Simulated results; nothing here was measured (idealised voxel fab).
The name of this process module is voxel spacer lines.
Cross-section cut spans 200 nm and uses square cells 5 nm in size.
Square cells in a grid make up a cross-section in this document, and the grid is given as bands, listed from the top down, each one or more rows of cells. For a band, the entry starts with two heights in nm, that of the top and then that of the bottom, and carries on with the band's materials in order from left to right, each alongside its width in nm; the word "all across" beside a single material means it fills the band edge to edge, and "air" means empty space. A quick word on heights: they are counted from 0, and under that level the wafer as it came to us is one material throughout. The lowest band is different from the rest in having no bottom; it simply continues downward, written as in "0 nm and below". The two numbers in a width such as "30 to 40" mark its ends across the band: the first belongs to the top row of cells, the second to the bottom row, and from each row to the next the width moves by the same amount. "nothing altered" after a step means that no cell of the cross-section changed. What "Enclosed cavity list" gives you is every empty space of 8 cells or more that is cut off from the top. Each appears as width x height at distance, with the distance taken from the left edge and width, height and distance all in nm. Where a step's line continues beyond its settings, the continuation is a remark by the simulator itself on that step. overlay nm: right-of-plan distance of the mask on a masked step; negative values mean left-of-plan.

**Planned process steps**
| 1 | RECEIVE: material Si |
| 2 | CONFORMAL_DEP: material Al2O3, thk nm 5 |
| 3 | DIRECTIONAL_DEP: material TiN, thk nm 15 |
| 4 | DIRECTIONAL_DEP: material aC, thk nm 25 |
| 5 | PATTERN: tone cover, mask id MANDREL, material resist, width nm 20, pitch nm 60, thk nm 35, overlay nm 0 |
| 6 | DIRECTIONAL_ETCH: etch materials aC, depth nm 25 |
| 7 | STRIP: etch materials resist |
| 8 | CONFORMAL_DEP: material SiO2, thk nm 10 |
| 9 | DIRECTIONAL_ETCH: etch materials SiO2, depth nm 10 |
| 10 | STRIP: etch materials aC |
| 11 | DIRECTIONAL_ETCH: etch materials TiN, depth nm 15 |
| 12 | STRIP: etch materials SiO2 |
| 13 | FILL_DEP: material lowk, thk nm 5 |
| 14 | CMP: height nm 20 |

**Step 1 complete: cross-section of the wafer as received**
    0 nm and below | Si all across
    Enclosed cavity list: none

**The cross-section shown corresponds to the wafer at the conclusion of the module. The initial structure and the process plan are those presented above; however, one mistake occurred in executing the plan**
    20 nm to 5 nm | lowk 45 nm; TiN 10 nm; lowk 30 nm; TiN 10 nm; lowk 10 nm; TiN 10 nm; lowk 30 nm; TiN 10 nm; lowk 45 nm
    5 nm to 0 nm | Al2O3 all across
    0 nm and below | Si all across
    Enclosed cavity list: none
Here's what went sideways: step 5 was not run as planned; what actually ran was PATTERN: tone cover, mask id MANDREL, material resist, width nm 30, pitch nm 60, thk nm 35, overlay nm 0
